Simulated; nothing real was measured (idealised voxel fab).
process module | voxel ribs on slabs
cross-section cut | 155 nm wide | cells 5 nm
A cross-section is a grid of square cells, given in bands from the top down. A band is one or more rows of cells.
Each band's line starts with the height of the band's top and of its bottom, in nm. Then come its materials from left to right, each with its width in nm. One material with "throughout" fills the band from edge to edge. "air" is empty space.
Height 0 is the level under which the wafer as received is all one material. The lowest band goes on downwards, as in "0 down".
A width such as "30 to 40" changes by the same amount from each row of cells to the next, from the band's top row to its bottom row.
"no change" after a step means that no cell of the cross-section changed.
closed voids: empty space of 8 cells or more with no open way to the top, each as width x height at its distance from the left edge, in nm
after a step's settings: what the simulator itself notes on the step
overlay nm, on a step with a mask: how far to the right of its planned place the mask lay; to the left if negative
plan
1 op RECEIVE | material Si
2 op DIRECTIONAL_DEP | material SiO2 | thk nm 20
3 op DIRECTIONAL_DEP | material polySi | thk nm 20
4 op PATTERN | tone cover | mask id RIB | material resist | width nm 15 | thk nm 15 | overlay nm 0
5 op DIRECTIONAL_ETCH | etch materials polySi | depth nm 5
6 op STRIP | etch materials resist
7 op MASKED_ETCH | tone cover | mask id SLAB | width nm 75 | etch materials polySi | depth nm 15 | overlay nm 0
8 op FILL_DEP | material SiO2 | thk nm 30
9 op CMP | height nm 60
10 op DIRECTIONAL_DEP | material W | thk nm 5
11 op DIRECTIONAL_DEP | material aC | thk nm 15
12 op PATTERN | tone cover | mask id HEATER | material resist | width nm 25 | thk nm 35 | overlay nm 0
13 op DIRECTIONAL_ETCH | etch materials aC | depth nm 15
14 op STRIP | etch materials resist
15 op DIRECTIONAL_ETCH | etch materials W | depth nm 5
16 op STRIP | etch materials aC
17 op CONFORMAL_DEP | material SiN | thk nm 10
as received, after step 1
  0 down: Si throughout
  closed voids: none
first wafer at the end, as planned
  75 to 70: air 55 | SiN 45 | air 55
  70 to 65: SiN throughout
  65 to 60: SiN 65 | W 25 | SiN 65
  60 to 40: SiO2 throughout
  40 to 35: SiO2 70 | polySi 15 | SiO2 70
  35 to 20: SiO2 40 | polySi 75 | SiO2 40
  20 to 0: SiO2 throughout
  0 down: Si throughout
  closed voids: none
second wafer at the end: like start, like plan, one mistake
  75 to 70: air 55 | SiN 45 | air 55
  70 to 65: SiN throughout
  65 to 60: SiN 65 | W 25 | SiN 65
  60 to 40: SiO2 throughout
  40 to 35: SiO2 60 | polySi 15 | SiO2 80
  35 to 20: SiO2 40 | polySi 75 | SiO2 40
  20 to 0: SiO2 throughout
  0 down: Si throughout
  closed voids: none
what went wrong: step 4 ran as: op PATTERN | tone cover | mask id RIB | material resist | width nm 15 | thk nm 15 | overlay nm -10
at the end the second wafer has, in cells: as many of each material as the first, in other places
